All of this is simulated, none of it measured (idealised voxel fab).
process module | voxel transistor to metal
Section shown: cut. Width: 290 nm. Cell size: 5 nm, square.
Notation: cross-section as square-cell grid; stated in bands, top first, going down; one or more cell rows per band. Band: top and bottom heights (nm) first, top before bottom; then materials from left to right, widths in nm. "everywhere" marks a sole material filling the band edge to edge. "blank" denotes empty space. Heights are expressed relative to 0, this being the level below which the as-received wafer comprises one material exclusively. The lowest band is unbounded in the downward direction and is denoted as in "0 nm and below". Quick explanation for "30->40": the width changes in equal steps down the rows of cells, from the first number in the band's top row to the second number in its bottom row. Where the words "nothing got changed" appear for a step, the cross-section shows no cell changed by that step; every cell remained as before. The list in "Enclosed internal voids" covers empty spaces of 8 cells or more that cannot reach the top through any open way, and it gives each as width x height at distance; the distance is from the left edge, and width, height and distance are in nm. Text after the settings on a step's line: the simulator's own remark on that step. "overlay nm", when on a step's line for a step with a mask, measures how far to the right of its planned place the mask lay; a negative measure means to the left. Guide to the pairs. Each holds a before and an after cross-section around one process step; the after cross-section is cut off at the lowest band that changed. Look under the pair for the step between them and its settings. Pairs can come from different runs of this module on the same starting wafer, so a pair follows on from the one above it only where its entry headed "Before the process" says it does.

**Before the process**
30 nm to 25 nm: 50 nm blank; 25 nm HfO2; 25 nm blank; 25 nm HfO2; 40 nm blank; 25 nm HfO2; 25 nm blank; 25 nm HfO2; 50 nm blank
25 nm to 20 nm: 55 nm HfO2; 15 nm SiN; 5 nm HfO2; 25 nm blank; 5 nm HfO2; 15 nm SiN; 50 nm HfO2; 15 nm SiN; 5 nm HfO2; 25 nm blank; 5 nm HfO2; 15 nm SiN; 55 nm HfO2
20 nm to 0 nm: 55 nm SiO2; 15 nm SiN; 5 nm HfO2; 25 nm blank; 5 nm HfO2; 15 nm SiN; 50 nm SiO2; 15 nm SiN; 5 nm HfO2; 25 nm blank; 5 nm HfO2; 15 nm SiN; 55 nm SiO2
0 nm to -5 nm: 70 nm SiN; 5 nm HfO2; 25 nm blank; 5 nm HfO2; 80 nm SiN; 5 nm HfO2; 25 nm blank; 5 nm HfO2; 70 nm SiN
-5 nm to -10 nm: 70 nm SiO2; 35 nm HfO2; 80 nm SiO2; 35 nm HfO2; 70 nm SiO2
-10 nm to -40 nm: 40 nm SiO2; 95 nm Si; 20 nm SiO2; 95 nm Si; 40 nm SiO2
-40 nm and below: Si everywhere
Enclosed internal voids: none

**Post-Step Section View**
35 nm to 30 nm: 45 nm blank; 35 nm TiN; 15 nm blank; 35 nm TiN; 30 nm blank; 35 nm TiN; 15 nm blank; 35 nm TiN; 45 nm blank
30 nm to 25 nm: 50 nm TiN; 25 nm HfO2; 5 nm TiN; 15 nm blank; 5 nm TiN; 25 nm HfO2; 40 nm TiN; 25 nm HfO2; 5 nm TiN; 15 nm blank; 5 nm TiN; 25 nm HfO2; 50 nm TiN
25 nm to 20 nm: 55 nm HfO2; 15 nm SiN; 5 nm HfO2; 5 nm TiN; 15 nm blank; 5 nm TiN; 5 nm HfO2; 15 nm SiN; 50 nm HfO2; 15 nm SiN; 5 nm HfO2; 5 nm TiN; 15 nm blank; 5 nm TiN; 5 nm HfO2; 15 nm SiN; 55 nm HfO2
20 nm to 0 nm: 55 nm SiO2; 15 nm SiN; 5 nm HfO2; 5 nm TiN; 15 nm blank; 5 nm TiN; 5 nm HfO2; 15 nm SiN; 50 nm SiO2; 15 nm SiN; 5 nm HfO2; 5 nm TiN; 15 nm blank; 5 nm TiN; 5 nm HfO2; 15 nm SiN; 55 nm SiO2
0 nm to -5 nm: 70 nm SiN; 5 nm HfO2; 25 nm TiN; 5 nm HfO2; 80 nm SiN; 5 nm HfO2; 25 nm TiN; 5 nm HfO2; 70 nm SiN
Everything below -5 is unchanged.
Enclosed internal voids: none
The step that takes the structure from the upper cross-section to the lower one is CONFORMAL_DEP [material TiN] [thk nm 5]

Before the process: starting point is the after cross-section of the pair just above.

**Post-Step Section View**
40 nm to 35 nm: W everywhere
35 nm to 30 nm: 45 nm W; 35 nm TiN; 15 nm W; 35 nm TiN; 30 nm W; 35 nm TiN; 15 nm W; 35 nm TiN; 45 nm W
30 nm to 25 nm: 50 nm TiN; 25 nm HfO2; 5 nm TiN; 15 nm W; 5 nm TiN; 25 nm HfO2; 40 nm TiN; 25 nm HfO2; 5 nm TiN; 15 nm W; 5 nm TiN; 25 nm HfO2; 50 nm TiN
25 nm to 20 nm: 55 nm HfO2; 15 nm SiN; 5 nm HfO2; 5 nm TiN; 15 nm W; 5 nm TiN; 5 nm HfO2; 15 nm SiN; 50 nm HfO2; 15 nm SiN; 5 nm HfO2; 5 nm TiN; 15 nm W; 5 nm TiN; 5 nm HfO2; 15 nm SiN; 55 nm HfO2
20 nm to 0 nm: 55 nm SiO2; 15 nm SiN; 5 nm HfO2; 5 nm TiN; 15 nm W; 5 nm TiN; 5 nm HfO2; 15 nm SiN; 50 nm SiO2; 15 nm SiN; 5 nm HfO2; 5 nm TiN; 15 nm W; 5 nm TiN; 5 nm HfO2; 15 nm SiN; 55 nm SiO2
Everything below 0 is unchanged.
Enclosed internal voids: none
The step that takes the structure from the upper cross-section to the lower one is FILL_DEP [material W] [thk nm 5]

Before the process: starting point is the after cross-section of the pair just above.

**Post-Step Section View**
20 nm to 0 nm: 55 nm SiO2; 15 nm SiN; 5 nm HfO2; 5 nm TiN; 15 nm W; 5 nm TiN; 5 nm HfO2; 15 nm SiN; 50 nm SiO2; 15 nm SiN; 5 nm HfO2; 5 nm TiN; 15 nm W; 5 nm TiN; 5 nm HfO2; 15 nm SiN; 55 nm SiO2
Everything below 0 is unchanged.
Enclosed internal voids: none
The step that takes the structure from the upper cross-section to the lower one is CMP [height nm 20]

Before the process: starting point is the after cross-section of the pair just above.

**Post-Step Section View**
30 nm to 20 nm: SiO2 everywhere
Everything below 20 is unchanged.
Enclosed internal voids: none
The step that takes the structure from the upper cross-section to the lower one is DIRECTIONAL_DEP [material SiO2] [thk nm 10]

Before the process: starting point is the after cross-section of the pair just above.

**Post-Step Section View**
45 nm to 30 nm: 45 nm resist; 15 nm blank; 55 nm resist; 15 nm blank; 30 nm resist; 15 nm blank; 55 nm resist; 15 nm blank; 45 nm resist
Everything below 30 is unchanged.
Enclosed internal voids: none
The step that takes the structure from the upper cross-section to the lower one is PATTERN [tone open] [mask id CONTACT] [material resist] [width nm 15] [thk nm 15] [overlay nm 0]

Before the process: starting point is the after cross-section of the pair just above.

**Post-Step Section View**
45 nm to 30 nm: 45 nm resist; 15 nm blank; 55 nm resist; 15 nm blank; 30 nm resist; 15 nm blank; 55 nm resist; 15 nm blank; 45 nm resist
30 nm to 20 nm: 45 nm SiO2; 15 nm blank; 55 nm SiO2; 15 nm blank; 30 nm SiO2; 15 nm blank; 55 nm SiO2; 15 nm blank; 45 nm SiO2
20 nm to 10 nm: 45 nm SiO2; 10 nm blank; 15 nm SiN; 5 nm HfO2; 5 nm TiN; 15 nm W; 5 nm TiN; 5 nm HfO2; 15 nm SiN; 10 nm blank; 30 nm SiO2; 10 nm blank; 15 nm SiN; 5 nm HfO2; 5 nm TiN; 15 nm W; 5 nm TiN; 5 nm HfO2; 15 nm SiN; 10 nm blank; 45 nm SiO2
Everything below 10 is unchanged.
Enclosed internal voids: none
The step that takes the structure from the upper cross-section to the lower one is DIRECTIONAL_ETCH [etch materials SiO2] [depth nm 20]

Before the process: starting point is the after cross-section of the pair just above.

**Post-Step Section View**
30 nm to 20 nm: 45 nm SiO2; 15 nm blank; 55 nm SiO2; 15 nm blank; 30 nm SiO2; 15 nm blank; 55 nm SiO2; 15 nm blank; 45 nm SiO2
Everything below 20 is unchanged.
Enclosed internal voids: none
The step that takes the structure from the upper cross-section to the lower one is STRIP [etch materials resist]

Before the process: starting point is the after cross-section of the pair just above.

**Post-Step Section View**
35 nm to 30 nm: 50 nm TiN; 5 nm blank; 65 nm TiN; 5 nm blank; 40 nm TiN; 5 nm blank; 65 nm TiN; 5 nm blank; 50 nm TiN
30 nm to 25 nm: 45 nm SiO2; 5 nm TiN; 5 nm blank; 5 nm TiN; 55 nm SiO2; 5 nm TiN; 5 nm blank; 5 nm TiN; 30 nm SiO2; 5 nm TiN; 5 nm blank; 5 nm TiN; 55 nm SiO2; 5 nm TiN; 5 nm blank; 5 nm TiN; 45 nm SiO2
25 nm to 20 nm: 45 nm SiO2; 15 nm TiN; 55 nm SiO2; 15 nm TiN; 30 nm SiO2; 15 nm TiN; 55 nm SiO2; 15 nm TiN; 45 nm SiO2
20 nm to 10 nm: 45 nm SiO2; 10 nm TiN; 15 nm SiN; 5 nm HfO2; 5 nm TiN; 15 nm W; 5 nm TiN; 5 nm HfO2; 15 nm SiN; 10 nm TiN; 30 nm SiO2; 10 nm TiN; 15 nm SiN; 5 nm HfO2; 5 nm TiN; 15 nm W; 5 nm TiN; 5 nm HfO2; 15 nm SiN; 10 nm TiN; 45 nm SiO2
Everything below 10 is unchanged.
Enclosed internal voids: none
The step that takes the structure from the upper cross-section to the lower one is CONFORMAL_DEP [material TiN] [thk nm 5]

Before the process: starting point is the after cross-section of the pair just above.

**Post-Step Section View**
40 nm to 35 nm: W everywhere
35 nm to 30 nm: 50 nm TiN; 5 nm W; 65 nm TiN; 5 nm W; 40 nm TiN; 5 nm W; 65 nm TiN; 5 nm W; 50 nm TiN
30 nm to 25 nm: 45 nm SiO2; 5 nm TiN; 5 nm W; 5 nm TiN; 55 nm SiO2; 5 nm TiN; 5 nm W; 5 nm TiN; 30 nm SiO2; 5 nm TiN; 5 nm W; 5 nm TiN; 55 nm SiO2; 5 nm TiN; 5 nm W; 5 nm TiN; 45 nm SiO2
Everything below 25 is unchanged.
Enclosed internal voids: none
The step that takes the structure from the upper cross-section to the lower one is FILL_DEP [material W] [thk nm 5]

Before the process: starting point is the after cross-section of the pair just above.

**Post-Step Section View**
30 nm to 25 nm: 45 nm SiO2; 5 nm TiN; 5 nm W; 5 nm TiN; 55 nm SiO2; 5 nm TiN; 5 nm W; 5 nm TiN; 30 nm SiO2; 5 nm TiN; 5 nm W; 5 nm TiN; 55 nm SiO2; 5 nm TiN; 5 nm W; 5 nm TiN; 45 nm SiO2
Everything below 25 is unchanged.
Enclosed internal voids: none
The step that takes the structure from the upper cross-section to the lower one is CMP [height nm 30]

Before the process: starting point is the after cross-section of the pair just above.

**Post-Step Section View**
35 nm to 30 nm: SiN everywhere
Everything below 30 is unchanged.
Enclosed internal voids: none
The step that takes the structure from the upper cross-section to the lower one is CONFORMAL_DEP [material SiN] [thk nm 5]

Before the process: starting point is the after cross-section of the pair just above.

**Post-Step Section View**
55 nm to 35 nm: lowk everywhere
Everything below 35 is unchanged.
Enclosed internal voids: none
The step that takes the structure from the upper cross-section to the lower one is DIRECTIONAL_DEP [material lowk] [thk nm 20]

Before the process: starting point is the after cross-section of the pair just above.

**Post-Step Section View**
55 nm to 35 nm: 45 nm lowk; 15 nm blank; 55 nm lowk; 15 nm blank; 30 nm lowk; 15 nm blank; 55 nm lowk; 15 nm blank; 45 nm lowk
Everything below 35 is unchanged.
Enclosed internal voids: none
The step that takes the structure from the upper cross-section to the lower one is MASKED_ETCH [tone open] [mask id METAL_1] [width nm 15] [etch materials lowk] [depth nm 20] [overlay nm 0]

Before the process: starting point is the after cross-section of the pair just above.

**Post-Step Section View**
55 nm to 35 nm: 45 nm lowk; 15 nm blank; 55 nm lowk; 15 nm blank; 30 nm lowk; 15 nm blank; 55 nm lowk; 15 nm blank; 45 nm lowk
35 nm to 30 nm: 45 nm SiN; 15 nm blank; 55 nm SiN; 15 nm blank; 30 nm SiN; 15 nm blank; 55 nm SiN; 15 nm blank; 45 nm SiN
Everything below 30 is unchanged.
Enclosed internal voids: none
The step that takes the structure from the upper cross-section to the lower one is MASKED_ETCH [tone open] [mask id METAL_1] [width nm 15] [etch materials SiN] [depth nm 5] [overlay nm 0]

Before the process: starting point is the after cross-section of the pair just above.

**Post-Step Section View**
60 nm to 55 nm: 50 nm TiN; 5 nm blank; 65 nm TiN; 5 nm blank; 40 nm TiN; 5 nm blank; 65 nm TiN; 5 nm blank; 50 nm TiN
55 nm to 35 nm: 45 nm lowk; 5 nm TiN; 5 nm blank; 5 nm TiN; 55 nm lowk; 5 nm TiN; 5 nm blank; 5 nm TiN; 30 nm lowk; 5 nm TiN; 5 nm blank; 5 nm TiN; 55 nm lowk; 5 nm TiN; 5 nm blank; 5 nm TiN; 45 nm lowk
35 nm to 30 nm: 45 nm SiN; 15 nm TiN; 55 nm SiN; 15 nm TiN; 30 nm SiN; 15 nm TiN; 55 nm SiN; 15 nm TiN; 45 nm SiN
Everything below 30 is unchanged.
Enclosed internal voids: none
The step that takes the structure from the upper cross-section to the lower one is CONFORMAL_DEP [material TiN] [thk nm 5]

Before the process: starting point is the after cross-section of the pair just above.

**Post-Step Section View**
70 nm to 60 nm: Ru everywhere
60 nm to 55 nm: 50 nm TiN; 5 nm Ru; 65 nm TiN; 5 nm Ru; 40 nm TiN; 5 nm Ru; 65 nm TiN; 5 nm Ru; 50 nm TiN
55 nm to 35 nm: 45 nm lowk; 5 nm TiN; 5 nm Ru; 5 nm TiN; 55 nm lowk; 5 nm TiN; 5 nm Ru; 5 nm TiN; 30 nm lowk; 5 nm TiN; 5 nm Ru; 5 nm TiN; 55 nm lowk; 5 nm TiN; 5 nm Ru; 5 nm TiN; 45 nm lowk
Everything below 35 is unchanged.
Enclosed internal voids: none
The step that takes the structure from the upper cross-section to the lower one is FILL_DEP [material Ru] [thk nm 10]

Before the process: starting point is the after cross-section of the pair just above.

**Post-Step Section View**
55 nm to 35 nm: 45 nm lowk; 5 nm TiN; 5 nm Ru; 5 nm TiN; 55 nm lowk; 5 nm TiN; 5 nm Ru; 5 nm TiN; 30 nm lowk; 5 nm TiN; 5 nm Ru; 5 nm TiN; 55 nm lowk; 5 nm TiN; 5 nm Ru; 5 nm TiN; 45 nm lowk
Everything below 35 is unchanged.
Enclosed internal voids: none
The step that takes the structure from the upper cross-section to the lower one is CMP [height nm 55]

Before the process: starting point is the after cross-section of the pair just above.

**Post-Step Section View**
60 nm to 55 nm: SiCN everywhere
Everything below 55 is unchanged.
Enclosed internal voids: none
The step that takes the structure from the upper cross-section to the lower one is CONFORMAL_DEP [material SiCN] [thk nm 5]

Before the process: starting point is the after cross-section of the pair just above.

**Post-Step Section View**
85 nm to 60 nm: lowk everywhere
Everything below 60 is unchanged.
Enclosed internal voids: none
The step that takes the structure from the upper cross-section to the lower one is DIRECTIONAL_DEP [material lowk] [thk nm 25]

Before the process: starting point is the after cross-section of the pair just above.

**Post-Step Section View**
100 nm to 85 nm: 45 nm resist; 15 nm blank; 100 nm resist; 15 nm blank; 115 nm resist
Everything below 85 is unchanged.
Enclosed internal voids: none
The step that takes the structure from the upper cross-section to the lower one is PATTERN [tone open] [mask id METAL_2] [material resist] [width nm 15] [pitch nm 115] [thk nm 15] [overlay nm 0]

Before the process: starting point is the after cross-section of the pair just above.

**Post-Step Section View**
100 nm to 85 nm: 45 nm resist; 15 nm blank; 100 nm resist; 15 nm blank; 115 nm resist
85 nm to 70 nm: 45 nm lowk; 15 nm blank; 100 nm lowk; 15 nm blank; 115 nm lowk
Everything below 70 is unchanged.
Enclosed internal voids: none
The step that takes the structure from the upper cross-section to the lower one is DIRECTIONAL_ETCH [etch materials lowk] [depth nm 15]

Before the process: starting point is the after cross-section of the pair just above.

**Post-Step Section View**
85 nm to 70 nm: 45 nm lowk; 15 nm blank; 100 nm lowk; 15 nm blank; 115 nm lowk
Everything below 70 is unchanged.
Enclosed internal voids: none
The step that takes the structure from the upper cross-section to the lower one is STRIP [etch materials resist]

Before the process: starting point is the after cross-section of the pair just above.

**Post-Step Section View**
100 nm to 85 nm: 45 nm aC; 15 nm blank; 100 nm aC; 15 nm blank; 115 nm aC
85 nm to 70 nm: 45 nm lowk; 15 nm aC; 100 nm lowk; 15 nm aC; 115 nm lowk
Everything below 70 is unchanged.
Enclosed internal voids: none
The step that takes the structure from the upper cross-section to the lower one is DIRECTIONAL_DEP [material aC] [thk nm 15]

Before the process: starting point is the after cross-section of the pair just above.

**Post-Step Section View**
130 nm to 100 nm: 45 nm resist; 15 nm blank; 100 nm resist; 15 nm blank; 115 nm resist
Everything below 100 is unchanged.
Enclosed internal voids: none
The step that takes the structure from the upper cross-section to the lower one is PATTERN [tone open] [mask id METAL_2_HOLES] [material resist] [width nm 15] [pitch nm 115] [thk nm 30] [overlay nm 0]

Before the process: starting point is the after cross-section of the pair just above.

**Post-Step Section View**
115 nm to 100 nm: 45 nm resist; 15 nm blank; 100 nm resist; 15 nm blank; 115 nm resist
100 nm to 85 nm: 45 nm aC; 15 nm blank; 100 nm aC; 15 nm blank; 115 nm aC
85 nm to 70 nm: 45 nm lowk; 15 nm blank; 100 nm lowk; 15 nm blank; 115 nm lowk
Everything below 70 is unchanged.
Enclosed internal voids: none
The step that takes the structure from the upper cross-section to the lower one is DIRECTIONAL_ETCH [etch materials aC] [depth nm 15]

Before the process: starting point is the after cross-section of the pair just above.

**Post-Step Section View**
100 nm to 85 nm: 45 nm aC; 15 nm blank; 100 nm aC; 15 nm blank; 115 nm aC
Everything below 85 is unchanged.
Enclosed internal voids: none
The step that takes the structure from the upper cross-section to the lower one is STRIP [etch materials resist]

Before the process: starting point is the after cross-section of the pair just above.

**Post-Step Section View**
100 nm to 85 nm: 45 nm aC; 15 nm blank; 100 nm aC; 15 nm blank; 115 nm aC
85 nm to 60 nm: 45 nm lowk; 15 nm blank; 100 nm lowk; 15 nm blank; 115 nm lowk
Everything below 60 is unchanged.
Enclosed internal voids: none
The step that takes the structure from the upper cross-section to the lower one is DIRECTIONAL_ETCH [etch materials lowk] [depth nm 10]

Before the process: starting point is the after cross-section of the pair just above.

**Post-Step Section View**
100 nm to 85 nm: 45 nm aC; 15 nm blank; 100 nm aC; 15 nm blank; 115 nm aC
85 nm to 60 nm: 45 nm lowk; 15 nm blank; 100 nm lowk; 15 nm blank; 115 nm lowk
60 nm to 55 nm: 45 nm SiCN; 15 nm blank; 100 nm SiCN; 15 nm blank; 115 nm SiCN
Everything below 55 is unchanged.
Enclosed internal voids: none
The step that takes the structure from the upper cross-section to the lower one is DIRECTIONAL_ETCH [etch materials SiCN] [depth nm 5]

Before the process: starting point is the after cross-section of the pair just above.

**Post-Step Section View**
85 nm to 60 nm: 45 nm lowk; 15 nm blank; 100 nm lowk; 15 nm blank; 115 nm lowk
Everything below 60 is unchanged.
Enclosed internal voids: none
The step that takes the structure from the upper cross-section to the lower one is STRIP [etch materials aC]

Before the process: starting point is the after cross-section of the pair just above.

**Post-Step Section View**
90 nm to 85 nm: 50 nm TiN; 5 nm blank; 110 nm TiN; 5 nm blank; 120 nm TiN
85 nm to 60 nm: 45 nm lowk; 5 nm TiN; 5 nm blank; 5 nm TiN; 100 nm lowk; 5 nm TiN; 5 nm blank; 5 nm TiN; 115 nm lowk
60 nm to 55 nm: 45 nm SiCN; 15 nm TiN; 100 nm SiCN; 15 nm TiN; 115 nm SiCN
Everything below 55 is unchanged.
Enclosed internal voids: none
The step that takes the structure from the upper cross-section to the lower one is CONFORMAL_DEP [material TiN] [thk nm 5]

Before the process: starting point is the after cross-section of the pair just above.

**Post-Step Section View**
95 nm to 90 nm: Ru everywhere
90 nm to 85 nm: 50 nm TiN; 5 nm Ru; 110 nm TiN; 5 nm Ru; 120 nm TiN
85 nm to 60 nm: 45 nm lowk; 5 nm TiN; 5 nm Ru; 5 nm TiN; 100 nm lowk; 5 nm TiN; 5 nm Ru; 5 nm TiN; 115 nm lowk
Everything below 60 is unchanged.
Enclosed internal voids: none
The step that takes the structure from the upper cross-section to the lower one is FILL_DEP [material Ru] [thk nm 5]

Before the process: starting point is the after cross-section of the pair just above.

**Post-Step Section View**
85 nm to 60 nm: 45 nm lowk; 5 nm TiN; 5 nm Ru; 5 nm TiN; 100 nm lowk; 5 nm TiN; 5 nm Ru; 5 nm TiN; 115 nm lowk
Everything below 60 is unchanged.
Enclosed internal voids: none
The step that takes the structure from the upper cross-section to the lower one is CMP [height nm 85]

Before the process: starting point is the after cross-section of the pair just above.

**Post-Step Section View**
90 nm to 85 nm: SiCN everywhere
Everything below 85 is unchanged.
Enclosed internal voids: none
The step that takes the structure from the upper cross-section to the lower one is CONFORMAL_DEP [material SiCN] [thk nm 5]

**Before the process**
100 nm to 85 nm: 45 nm aC; 15 nm blank; 100 nm aC; 15 nm blank; 115 nm aC
85 nm to 70 nm: 45 nm lowk; 15 nm aC; 100 nm lowk; 15 nm aC; 115 nm lowk
70 nm to 60 nm: lowk everywhere
60 nm to 55 nm: SiCN everywhere
55 nm to 35 nm: 45 nm lowk; 5 nm TiN; 5 nm Ru; 5 nm TiN; 55 nm lowk; 5 nm TiN; 5 nm Ru; 5 nm TiN; 30 nm lowk; 5 nm TiN; 5 nm Ru; 5 nm TiN; 55 nm lowk; 5 nm TiN; 5 nm Ru; 5 nm TiN; 45 nm lowk
35 nm to 30 nm: 45 nm SiN; 15 nm TiN; 55 nm SiN; 15 nm TiN; 30 nm SiN; 15 nm TiN; 55 nm SiN; 15 nm TiN; 45 nm SiN
30 nm to 20 nm: 45 nm SiO2; 5 nm TiN; 5 nm W; 5 nm TiN; 55 nm SiO2; 5 nm TiN; 5 nm W; 5 nm TiN; 30 nm SiO2; 5 nm TiN; 5 nm W; 5 nm TiN; 55 nm SiO2; 5 nm TiN; 5 nm W; 5 nm TiN; 45 nm SiO2
20 nm to 15 nm: 45 nm SiO2; 5 nm TiN; 5 nm W; 5 nm TiN; 10 nm SiN; 5 nm HfO2; 5 nm TiN; 15 nm W; 5 nm TiN; 5 nm HfO2; 10 nm SiN; 5 nm TiN; 5 nm W; 5 nm TiN; 30 nm SiO2; 5 nm TiN; 5 nm W; 5 nm TiN; 10 nm SiN; 5 nm HfO2; 5 nm TiN; 15 nm W; 5 nm TiN; 5 nm HfO2; 10 nm SiN; 5 nm TiN; 5 nm W; 5 nm TiN; 45 nm SiO2
15 nm to 10 nm: 45 nm SiO2; 15 nm TiN; 10 nm SiN; 5 nm HfO2; 5 nm TiN; 15 nm W; 5 nm TiN; 5 nm HfO2; 10 nm SiN; 15 nm TiN; 30 nm SiO2; 15 nm TiN; 10 nm SiN; 5 nm HfO2; 5 nm TiN; 15 nm W; 5 nm TiN; 5 nm HfO2; 10 nm SiN; 15 nm TiN; 45 nm SiO2
10 nm to 0 nm: 40 nm SiO2; 20 nm nSi; 10 nm SiN; 5 nm HfO2; 5 nm TiN; 15 nm W; 5 nm TiN; 5 nm HfO2; 10 nm SiN; 20 nm nSi; 20 nm SiO2; 20 nm nSi; 10 nm SiN; 5 nm HfO2; 5 nm TiN; 15 nm W; 5 nm TiN; 5 nm HfO2; 10 nm SiN; 20 nm nSi; 40 nm SiO2
0 nm to -5 nm: 40 nm SiO2; 20 nm nSi; 10 nm SiN; 5 nm HfO2; 25 nm TiN; 5 nm HfO2; 10 nm SiN; 20 nm nSi; 20 nm SiO2; 20 nm nSi; 10 nm SiN; 5 nm HfO2; 25 nm TiN; 5 nm HfO2; 10 nm SiN; 20 nm nSi; 40 nm SiO2
-5 nm to -10 nm: 35 nm SiO2; 25 nm nSi; 10 nm SiO2; 35 nm HfO2; 10 nm SiO2; 25 nm nSi; 10 nm SiO2; 25 nm nSi; 10 nm SiO2; 35 nm HfO2; 10 nm SiO2; 25 nm nSi; 35 nm SiO2
-10 nm to -25 nm: 40 nm SiO2; 20 nm nSi; 55 nm Si; 20 nm nSi; 20 nm SiO2; 20 nm nSi; 55 nm Si; 20 nm nSi; 40 nm SiO2
-25 nm to -40 nm: 40 nm SiO2; 95 nm Si; 20 nm SiO2; 95 nm Si; 40 nm SiO2
-40 nm and below: Si everywhere
Enclosed internal voids: none

**Post-Step Section View**
130 nm to 100 nm: 45 nm resist; 20 nm blank; 95 nm resist; 20 nm blank; 110 nm resist
Everything below 100 is unchanged.
Enclosed internal voids: none
The step that takes the structure from the upper cross-section to the lower one is PATTERN [tone open] [mask id METAL_2_HOLES] [material resist] [width nm 20] [pitch nm 115] [thk nm 30] [overlay nm 0]

Before the process: starting point is the after cross-section of the pair just above.

**Post-Step Section View**
115 nm to 100 nm: 45 nm resist; 20 nm blank; 95 nm resist; 20 nm blank; 110 nm resist
100 nm to 85 nm: 45 nm aC; 20 nm blank; 95 nm aC; 20 nm blank; 110 nm aC
85 nm to 70 nm: 45 nm lowk; 15 nm blank; 100 nm lowk; 15 nm blank; 115 nm lowk
Everything below 70 is unchanged.
Enclosed internal voids: none
The step that takes the structure from the upper cross-section to the lower one is DIRECTIONAL_ETCH [etch materials aC] [depth nm 15]

Before the process: starting point is the after cross-section of the pair just above.

**Post-Step Section View**
100 nm to 85 nm: 45 nm aC; 20 nm blank; 95 nm aC; 20 nm blank; 110 nm aC
Everything below 85 is unchanged.
Enclosed internal voids: none
The step that takes the structure from the upper cross-section to the lower one is STRIP [etch materials resist]

Before the process: starting point is the after cross-section of the pair just above.

**Post-Step Section View**
100 nm to 85 nm: 45 nm aC; 20 nm blank; 95 nm aC; 20 nm blank; 110 nm aC
85 nm to 75 nm: 45 nm lowk; 20 nm blank; 95 nm lowk; 20 nm blank; 110 nm lowk
75 nm to 60 nm: 45 nm lowk; 15 nm blank; 100 nm lowk; 15 nm blank; 115 nm lowk
Everything below 60 is unchanged.
Enclosed internal voids: none
The step that takes the structure from the upper cross-section to the lower one is DIRECTIONAL_ETCH [etch materials lowk] [depth nm 10]

Before the process: starting point is the after cross-section of the pair just above.

**Post-Step Section View**
100 nm to 85 nm: 45 nm aC; 20 nm blank; 95 nm aC; 20 nm blank; 110 nm aC
85 nm to 75 nm: 45 nm lowk; 20 nm blank; 95 nm lowk; 20 nm blank; 110 nm lowk
75 nm to 60 nm: 45 nm lowk; 15 nm blank; 100 nm lowk; 15 nm blank; 115 nm lowk
60 nm to 55 nm: 45 nm SiCN; 15 nm blank; 100 nm SiCN; 15 nm blank; 115 nm SiCN
Everything below 55 is unchanged.
Enclosed internal voids: none
The step that takes the structure from the upper cross-section to the lower one is DIRECTIONAL_ETCH [etch materials SiCN] [depth nm 5]

Before the process: starting point is the after cross-section of the pair just above.

**Post-Step Section View**
85 nm to 75 nm: 45 nm lowk; 20 nm blank; 95 nm lowk; 20 nm blank; 110 nm lowk
Everything below 75 is unchanged.
Enclosed internal voids: none
The step that takes the structure from the upper cross-section to the lower one is STRIP [etch materials aC]

Before the process: starting point is the after cross-section of the pair just above.

**Post-Step Section View**
90 nm to 85 nm: 50 nm TiN; 10 nm blank; 105 nm TiN; 10 nm blank; 115 nm TiN
85 nm to 75 nm: 45 nm lowk; 5 nm TiN; 10->5 nm blank; 5->10 nm TiN; 95 nm lowk; 5 nm TiN; 10->5 nm blank; 5->10 nm TiN; 110 nm lowk
75 nm to 60 nm: 45 nm lowk; 5 nm TiN; 5 nm blank; 5 nm TiN; 100 nm lowk; 5 nm TiN; 5 nm blank; 5 nm TiN; 115 nm lowk
60 nm to 55 nm: 45 nm SiCN; 15 nm TiN; 100 nm SiCN; 15 nm TiN; 115 nm SiCN
Everything below 55 is unchanged.
Enclosed internal voids: none
The step that takes the structure from the upper cross-section to the lower one is CONFORMAL_DEP [material TiN] [thk nm 5]

Before the process: starting point is the after cross-section of the pair just above.

**Post-Step Section View**
95 nm to 90 nm: Ru everywhere
90 nm to 85 nm: 50 nm TiN; 10 nm Ru; 105 nm TiN; 10 nm Ru; 115 nm TiN
85 nm to 75 nm: 45 nm lowk; 5 nm TiN; 10->5 nm Ru; 5->10 nm TiN; 95 nm lowk; 5 nm TiN; 10->5 nm Ru; 5->10 nm TiN; 110 nm lowk
75 nm to 60 nm: 45 nm lowk; 5 nm TiN; 5 nm Ru; 5 nm TiN; 100 nm lowk; 5 nm TiN; 5 nm Ru; 5 nm TiN; 115 nm lowk
Everything below 60 is unchanged.
Enclosed internal voids: none
The step that takes the structure from the upper cross-section to the lower one is FILL_DEP [material Ru] [thk nm 5]

Before the process: starting point is the after cross-section of the pair just above.

**Post-Step Section View**
85 nm to 75 nm: 45 nm lowk; 5 nm TiN; 10->5 nm Ru; 5->10 nm TiN; 95 nm lowk; 5 nm TiN; 10->5 nm Ru; 5->10 nm TiN; 110 nm lowk
Everything below 75 is unchanged.
Enclosed internal voids: none
The step that takes the structure from the upper cross-section to the lower one is CMP [height nm 85]

Before the process: starting point is the after cross-section of the pair just above.

**Post-Step Section View**
90 nm to 85 nm: SiCN everywhere
Everything below 85 is unchanged.
Enclosed internal voids: none
The step that takes the structure from the upper cross-section to the lower one is CONFORMAL_DEP [material SiCN] [thk nm 5]

**Before the process**
50 nm to 35 nm: aC everywhere
35 nm to 25 nm: SiCN everywhere
25 nm to -5 nm: polySi everywhere
-5 nm to -10 nm: SiO2 everywhere
-10 nm to -40 nm: 40 nm SiO2; 95 nm Si; 20 nm SiO2; 95 nm Si; 40 nm SiO2
-40 nm and below: Si everywhere
Enclosed internal voids: none

**Post-Step Section View**
85 nm to 50 nm: 80 nm blank; 25 nm resist; 90 nm blank; 25 nm resist; 70 nm blank
Everything below 50 is unchanged.
Enclosed internal voids: none
The step that takes the structure from the upper cross-section to the lower one is PATTERN [tone cover] [mask id GATE] [material resist] [width nm 25] [pitch nm 115] [thk nm 35] [overlay nm 5]

Before the process: starting point is the after cross-section of the pair just above.

**Post-Step Section View**
70 nm to 50 nm: 80 nm blank; 25 nm resist; 90 nm blank; 25 nm resist; 70 nm blank
50 nm to 35 nm: 80 nm blank; 25 nm aC; 90 nm blank; 25 nm aC; 70 nm blank
Everything below 35 is unchanged.
Enclosed internal voids: none
The step that takes the structure from the upper cross-section to the lower one is DIRECTIONAL_ETCH [etch materials aC] [depth nm 15]

Before the process: starting point is the after cross-section of the pair just above.

**Post-Step Section View**
50 nm to 35 nm: 80 nm blank; 25 nm aC; 90 nm blank; 25 nm aC; 70 nm blank
Everything below 35 is unchanged.
Enclosed internal voids: none
The step that takes the structure from the upper cross-section to the lower one is STRIP [etch materials resist]
